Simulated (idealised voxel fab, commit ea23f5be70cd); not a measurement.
The document below concerns the process module designated voxel ribs on slabs.
This is section cut - it's 265 nm across, gridded in 5 nm square cells.
Cross-section spec: square-cell grid; bands listed top down; each band is one or more rows.
A band entry consists of two parts. The first gives the height of the band's top and the height of its bottom, in nm. The rest lists the band's materials from left to right, each with its width in nm. A single material labelled with the word "throughout" fills the band from edge to edge, and the word "blank" marks empty space.
We count height from 0. Below that, the starting wafer is all one material. The lowest band never ends at the bottom but goes on down; see "from 0 down" for how that is written.
Read "30..40" as a graded width: first number on top, second number at the bottom, same change between each pair of neighbouring rows.
Where the words "nothing changed" appear for a step, the cross-section shows no cell changed by that step; every cell remained as before.
The entry "Closed void register" lists the empty spaces that cover at least 8 cells and have no open path to the top. Each is written as width x height at distance, where the distance is measured from the left edge and all three values are in nm.
Past the settings on a step's line: simulator remark, on that step.
The optional step-line setting "overlay nm" applies to steps with a mask and quantifies how far to the right of its planned location the mask lay, a negative value indicating leftward placement.
STEPS IN THE PROCESS PLAN
1,op RECEIVE | material Si
2,op DIRECTIONAL_DEP | material SiO2 | thk nm 30
3,op DIRECTIONAL_DEP | material SiN | thk nm 10
4,op PATTERN | tone cover | mask id RIB | material resist | width nm 25 | thk nm 15 | overlay nm 0
5,op DIRECTIONAL_ETCH | etch materials SiN | depth nm 5
6,op STRIP | etch materials resist
7,op PATTERN | tone cover | mask id SLAB | material resist | width nm 85 | thk nm 15 | overlay nm 0
8,op DIRECTIONAL_ETCH | etch materials SiN | depth nm 15
9,op STRIP | etch materials resist
10,op FILL_DEP | material SiO2 | thk nm 20
11,op CMP | height nm 60
12,op DIRECTIONAL_DEP | material W | thk nm 5
13,op DIRECTIONAL_DEP | material aC | thk nm 15
14,op PATTERN | tone cover | mask id HEATER | material resist | width nm 35 | thk nm 30 | overlay nm 0
15,op DIRECTIONAL_ETCH | etch materials aC | depth nm 15
16,op STRIP | etch materials resist
17,op DIRECTIONAL_ETCH | etch materials W | depth nm 5
18,op STRIP | etch materials aC
19,op CONFORMAL_DEP | material SiN | thk nm 10
Where the wafers of this document differ is in the thk nm of step 3; they start out the same, and the plan states the value that applied to the first wafer.
SECTIONAL VIEW: FIRST OF SEVERAL WAFERS, AS RECEIVED, AFTER STEP 1
> from 0 down: Si throughout
> Closed void register: none
CROSS-SECTIONAL REPRESENTATION OF THE FIRST OF SEVERAL WAFERS AT THE END OF THE MODULE, I.E. AFTER ITS TERMINAL STEP, STEP 19
> from 75 to 70: blank=105  SiN=55  blank=105
> from 70 to 65: SiN throughout
> from 65 to 60: SiN=115  W=35  SiN=115
> from 60 to 40: SiO2 throughout
> from 40 to 30: SiO2=120..90  SiN=25..85  SiO2=120..90
> from 30 to 0: SiO2 throughout
> from 0 down: Si throughout
> Closed void register: none
SECTIONAL VIEW OF THE LAST WAFER UPON COMPLETION OF THE MODULE
> from 75 to 70: blank=105  SiN=55  blank=105
> from 70 to 65: SiN throughout
> from 65 to 60: SiN=115  W=35  SiN=115
> from 60 to 45: SiO2=90  SiN=85  SiO2=90
> from 45 to 30: SiN throughout
> from 30 to 0: SiO2 throughout
> from 0 down: Si throughout
> Closed void register: none
GAINED (+) OR LOST (-) CELLS OF EACH MATERIAL SINCE RECEIPT, THEN CLOSED VOIDS: ONE ROW PER WAFER, AT THE END OF THE MODULE
thk nm 10, +132 SiN, +614 SiO2, +7 W, Closed void register: none
thk nm 15, +149 SiN, +597 SiO2, +7 W, Closed void register: none
thk nm 20, +166 SiN, +580 SiO2, +7 W, Closed void register: none
thk nm 25, +219 SiN, +527 SiO2, +7 W, Closed void register: none
thk nm 30, +272 SiN, +474 SiO2, +7 W, Closed void register: none
thk nm 35, +320 SiN, +426 SiO2, +7 W, Closed void register: none
